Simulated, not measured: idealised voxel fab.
process module | voxel self aligned vias
cross-section cut | 300 nm wide | cells 5 nm
A cross-section is a grid of square cells, given in bands from the top down. A band is one or more rows of cells.
Each band's line starts with the height of the band's top and of its bottom, in nm. Then come its materials from left to right, each with its width in nm. One material with "throughout" fills the band from edge to edge. "air" is empty space.
Height 0 is the level under which the wafer as received is all one material. The lowest band goes on downwards, as in "0 down".
A width such as "30 to 40" changes by the same amount from each row of cells to the next, from the band's top row to its bottom row.
"no change" after a step means that no cell of the cross-section changed.
closed voids: empty space of 8 cells or more with no open way to the top, each as width x height at its distance from the left edge, in nm
after a step's settings: what the simulator itself notes on the step
overlay nm, on a step with a mask: how far to the right of its planned place the mask lay; to the left if negative
plan
1 op RECEIVE | material Si
2 op CONFORMAL_DEP | material SiO2 | thk nm 10
3 op CONFORMAL_DEP | material SiCN | thk nm 5
4 op DIRECTIONAL_DEP | material lowk | thk nm 20
5 op DIRECTIONAL_DEP | material aC | thk nm 10
6 op PATTERN | tone open | mask id LINES | material resist | width nm 20 | pitch nm 70 | thk nm 30 | overlay nm 0
7 op DIRECTIONAL_ETCH | etch materials aC | depth nm 10
8 op STRIP | etch materials resist
9 op DIRECTIONAL_ETCH | etch materials lowk | depth nm 20
10 op STRIP | etch materials aC
11 op CONFORMAL_DEP | material TiN | thk nm 5
12 op FILL_DEP | material W | thk nm 10
13 op CMP | height nm 35
14 op SELECTIVE_ETCH | etch materials W Ru TiN | depth nm 5
15 op FILL_DEP | material SiN | thk nm 5
16 op CMP | height nm 35
17 op DIRECTIONAL_DEP | material lowk | thk nm 20
18 op PATTERN | tone open | mask id VIAS | material resist | width nm 40 | thk nm 20 | overlay nm 0
19 op DIRECTIONAL_ETCH | etch materials lowk | depth nm 20
20 op DIRECTIONAL_ETCH | etch materials SiN | depth nm 5
21 op STRIP | etch materials resist
22 op CONFORMAL_DEP | material TiN | thk nm 5
23 op FILL_DEP | material W | thk nm 10
24 op CMP | height nm 55
25 op CONFORMAL_DEP | material SiN | thk nm 5
as received, after step 1
  0 down: Si throughout
  closed voids: none
a wafer at the end: this start, this plan, one mistake
  60 to 55: SiN throughout
  55 to 35: lowk 95 | TiN 5 | W 30 | TiN 5 | lowk 165
  35 to 30: lowk 95 | TiN 40 | lowk 40 | SiN 20 | lowk 105
  30 to 20: lowk 105 | TiN 5 | W 10 | TiN 5 | lowk 50 | TiN 5 | W 10 | TiN 5 | lowk 105
  20 to 15: lowk 105 | TiN 20 | lowk 50 | TiN 20 | lowk 105
  15 to 10: SiCN throughout
  10 to 0: SiO2 throughout
  0 down: Si throughout
  closed voids: none
what went wrong: step 19 ran as: op DIRECTIONAL_ETCH | etch materials lowk | depth nm 25
